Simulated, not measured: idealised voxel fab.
Herein follows the process module entitled voxel wiring stack.
170 nm wide, 5 nm square cells: that's cross-section cut.
If you're reading a cross-section in this doc, picture square cells in a grid; it comes to you as bands, top ones listed first down to the bottom, and a band can be one or more rows of cells. Top height, bottom height, nm. Materials left to right, width each, nm. Single material + "everywhere" = fills band edge to edge. "air" = empty. We count height from 0. Below that, the starting wafer is all one material. The lowest band never ends at the bottom but goes on down; see "0 and below" for how that is written. Graded width ("30..40"): value in top row of band = first number; value in bottom row = second number; row-to-row change constant. Given "remained unchanged" for a step, no cell of the cross-section differs between before and after that step. Empty spaces without an open route to the top, at least 8 cells in extent, make up the entry "Voids, fully enclosed"; each is given as width x height at distance, where the distance is measured from the left edge, and all are in nm. after a step's settings: what the simulator itself notes on the step. Each step line may optionally specify "overlay nm", which for a step with a mask gives the rightward distance between the mask's planned place and where it lay, a negative value indicating the leftward direction.

This section lists the process steps that were planned:
1 RECEIVE | material Si
2 CONFORMAL_DEP | material SiO2 | thk nm 10
3 DIRECTIONAL_DEP | material TiN | thk nm 5
4 DIRECTIONAL_DEP | material W | thk nm 20
5 PATTERN | tone cover | mask id METAL_1 | material resist | width nm 20 | pitch nm 35 | thk nm 15 | overlay nm 0
6 DIRECTIONAL_ETCH | etch materials W | depth nm 20
7 DIRECTIONAL_ETCH | etch materials TiN | depth nm 5
8 STRIP | etch materials resist
9 CONFORMAL_DEP | material SiN | thk nm 5
10 FILL_DEP | material lowk | thk nm 10
11 CMP | height nm 35
12 CONFORMAL_DEP | material SiCN | thk nm 5
13 DIRECTIONAL_DEP | material SiO2 | thk nm 10
14 DIRECTIONAL_DEP | material aC | thk nm 10
15 PATTERN | tone open | mask id PLUG_1 | material resist | width nm 15 | pitch nm 35 | thk nm 25 | overlay nm 0
16 DIRECTIONAL_ETCH | etch materials aC | depth nm 10
17 STRIP | etch materials resist
18 DIRECTIONAL_ETCH | etch materials SiO2 | depth nm 10
19 DIRECTIONAL_ETCH | etch materials SiCN | depth nm 5
20 STRIP | etch materials aC
21 CONFORMAL_DEP | material TiN | thk nm 5
22 FILL_DEP | material Ru | thk nm 5
23 CMP | height nm 50
24 DIRECTIONAL_DEP | material TiN | thk nm 5
25 DIRECTIONAL_DEP | material Ru | thk nm 15
26 MASKED_ETCH | tone cover | mask id METAL_2 | width nm 20 | pitch nm 35 | etch materials Ru | depth nm 15 | overlay nm 0
27 MASKED_ETCH | tone cover | mask id METAL_2 | width nm 20 | pitch nm 35 | etch materials TiN | depth nm 5 | overlay nm 0
28 FILL_DEP | material SiO2 | thk nm 5
29 CMP | height nm 70
30 CONFORMAL_DEP | material SiCN | thk nm 5
31 DIRECTIONAL_DEP | material SiO2 | thk nm 20
32 DIRECTIONAL_DEP | material aC | thk nm 15
33 PATTERN | tone open | mask id PLUG_2 | material resist | width nm 15 | pitch nm 35 | thk nm 35 | overlay nm 0
34 DIRECTIONAL_ETCH | etch materials aC | depth nm 15
35 STRIP | etch materials resist
36 DIRECTIONAL_ETCH | etch materials SiO2 | depth nm 20
37 DIRECTIONAL_ETCH | etch materials SiCN | depth nm 5
38 STRIP | etch materials aC
39 CONFORMAL_DEP | material TiN | thk nm 5
40 FILL_DEP | material Ru | thk nm 5
41 CMP | height nm 95
42 DIRECTIONAL_DEP | material TiN | thk nm 5
43 DIRECTIONAL_DEP | material W | thk nm 15
44 MASKED_ETCH | tone cover | mask id METAL_3 | width nm 20 | pitch nm 35 | etch materials W | depth nm 15 | overlay nm 0
45 MASKED_ETCH | tone cover | mask id METAL_3 | width nm 20 | pitch nm 35 | etch materials TiN | depth nm 5 | overlay nm 0
46 FILL_DEP | material SiO2 | thk nm 10
47 CMP | height nm 115
48 CONFORMAL_DEP | material SiN | thk nm 5

Incoming wafer, cross-sectional view, post step 1:
    0 and below = Si everywhere
    Voids, fully enclosed: none

A wafer at the end: this start, this plan, one mistake:
    120 down to 115 = SiN everywhere
    115 down to 100 = SiO2 55, then W 20, then SiO2 15, then W 20, then SiO2 60
    100 down to 95 = SiO2 55, then TiN 20, then SiO2 15, then TiN 20, then SiO2 60
    95 down to 75 = SiO2 55, then TiN 5, then Ru 5, then TiN 5, then SiO2 20, then TiN 5, then Ru 5, then TiN 5, then SiO2 65
    75 down to 70 = SiCN 55, then TiN 15, then SiCN 20, then TiN 15, then SiCN 65
    70 down to 55 = SiO2 55, then Ru 20, then SiO2 15, then Ru 20, then SiO2 60
    55 down to 50 = SiO2 55, then TiN 20, then SiO2 15, then TiN 20, then SiO2 60
    50 down to 40 = SiO2 55, then TiN 5, then Ru 5, then TiN 5, then SiO2 20, then TiN 5, then Ru 5, then TiN 5, then SiO2 65
    40 down to 35 = SiCN 55, then TiN 5, then Ru 5, then TiN 5, then SiCN 20, then TiN 5, then Ru 5, then TiN 5, then SiCN 65
    35 down to 30 = lowk 50, then SiN 5, then TiN 5, then Ru 5, then TiN 10, then SiN 5, then lowk 5, then SiN 5, then TiN 5, then Ru 5, then TiN 10, then SiN 5, then lowk 55
    30 down to 20 = lowk 50, then SiN 5, then TiN 5, then Ru 10, then TiN 5, then SiN 5, then lowk 5, then SiN 5, then TiN 5, then Ru 10, then TiN 5, then SiN 5, then lowk 55
    20 down to 15 = lowk 50, then SiN 5, then TiN 20, then SiN 5, then lowk 5, then SiN 5, then TiN 20, then SiN 5, then lowk 55
    15 down to 10 = SiN 55, then TiN 20, then SiN 15, then TiN 20, then SiN 60
    10 down to 0 = SiO2 everywhere
    0 and below = Si everywhere
    Voids, fully enclosed: none
Diagnosis: step 20 ran as: STRIP | etch materials W
